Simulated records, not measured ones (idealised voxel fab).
process module | voxel self aligned contacts
It is cross-section cut that appears here, measuring 195 nm in width, its square cells being 5 nm in size.
Cross-section = grid of square cells, listed top down in bands; band = one or more rows. A band entry consists of two parts. The first gives the height of the band's top and the height of its bottom, in nm. The rest lists the band's materials from left to right, each with its width in nm. A single material labelled with the word "all across" fills the band from edge to edge, and the word "air" marks empty space. Heights are expressed relative to 0, this being the level below which the as-received wafer comprises one material exclusively. The lowest band is unbounded in the downward direction and is denoted as in "z 0 and below". The notation "30..40" denotes a width that varies across the rows of cells in the band, beginning at the first number in the top row, finishing at the second number in the bottom row, and changing by an identical amount from each row to the next. When a step is marked "same as before", none of the cells in the cross-section changed during that step. Heads up: "Sealed voids" only lists the empty pockets with no open path to the top that are 8 cells or more, and it writes them as width x height at distance, distance from the left edge, in nm. It should be noted that, on the line of a given step, the content following the step's settings is a remark produced by the simulator itself with respect to that step. "overlay nm" on a masked step: distance the mask lay right of its planned place, negative for left.

[This section lists the process steps that were planned]
1,RECEIVE with material Si
2,CONFORMAL_DEP with material SiO2, thk nm 5
3,DIRECTIONAL_DEP with material polySi, thk nm 30
4,DIRECTIONAL_DEP with material SiN, thk nm 15
5,PATTERN with tone cover, mask id GATE, material resist, width nm 30, pitch nm 65, thk nm 15, overlay nm 0
6,DIRECTIONAL_ETCH with etch materials SiN, depth nm 15
7,DIRECTIONAL_ETCH with etch materials polySi, depth nm 30
8,STRIP with etch materials resist
9,CONFORMAL_DEP with material SiN, thk nm 5
10,DIRECTIONAL_ETCH with etch materials SiN, depth nm 5
11,FILL_DEP with material SiO2, thk nm 15
12,CMP with height nm 60
13,MASKED_ETCH with tone open, mask id CONTACT, width nm 45, pitch nm 65, etch materials SiO2, depth nm 60, overlay nm 0
14,CONFORMAL_DEP with material TiN, thk nm 5
15,FILL_DEP with material Ru, thk nm 5
16,CMP with height nm 60
17,CONFORMAL_DEP with material SiCN, thk nm 5

[As-received state of the wafer in cross-section, equivalent to post-step 1]
    z 0 and below  Si all across
    Sealed voids: none

[Cross-sectional view of the first of the two wafers upon completion of the module, processed in accordance with the plan]
    z 65 to 60  SiCN all across
    z 60 to 50  SiO2=40 | TiN=5..15 | Ru=35..15 | TiN=5..15 | SiO2=20 | TiN=5..15 | Ru=35..15 | TiN=5..15 | SiO2=45
    z 50 to 35  SiO2=10 | SiN=40 | TiN=5 | Ru=15 | TiN=5 | SiN=40 | TiN=5 | Ru=15 | TiN=5 | SiN=40 | SiO2=15
    z 35 to 5  SiO2=10 | SiN=5 | polySi=30 | SiN=5 | TiN=5 | Ru=15 | TiN=5 | SiN=5 | polySi=30 | SiN=5 | TiN=5 | Ru=15 | TiN=5 | SiN=5 | polySi=30 | SiN=5 | SiO2=15
    z 5 to 0  SiO2=50 | TiN=25 | SiO2=40 | TiN=25 | SiO2=55
    z 0 and below  Si all across
    Sealed voids: none

[Presented here is a cross-section of the second of the two wafers as it stood at the end of the module. It was started in the same manner and assigned the same plan as the first wafer; however, one mistake was made in its execution]
    z 65 to 60  SiCN all across
    z 60 to 55  Ru=35 | TiN=5 | SiO2=45 | TiN=5 | Ru=10 | TiN=5 | SiO2=45 | TiN=5 | Ru=40
    z 55 to 50  Ru=5 | TiN=35 | SiO2=45 | TiN=20 | SiO2=45 | TiN=35 | Ru=10
    z 50 to 35  Ru=5 | TiN=5 | SiN=40 | SiO2=25 | SiN=40 | SiO2=25 | SiN=40 | TiN=5 | Ru=10
    z 35 to 5  Ru=5 | TiN=5 | SiN=5 | polySi=30 | SiN=5 | SiO2=25 | SiN=5 | polySi=30 | SiN=5 | SiO2=25 | SiN=5 | polySi=30 | SiN=5 | TiN=5 | Ru=10
    z 5 to 0  TiN=10 | SiO2=170 | TiN=15
    z 0 and below  Si all across
    Sealed voids: none
Short version of what went wrong: step 13 was processed under conditions differing from the plan, specifically as MASKED_ETCH with tone cover, mask id CONTACT, width nm 45, pitch nm 65, etch materials SiO2, depth nm 60, overlay nm 0
Cell-count delta at end, second wafer over first, by material: 27 fewer of Ru, 44 more of SiO2, 17 fewer of TiN
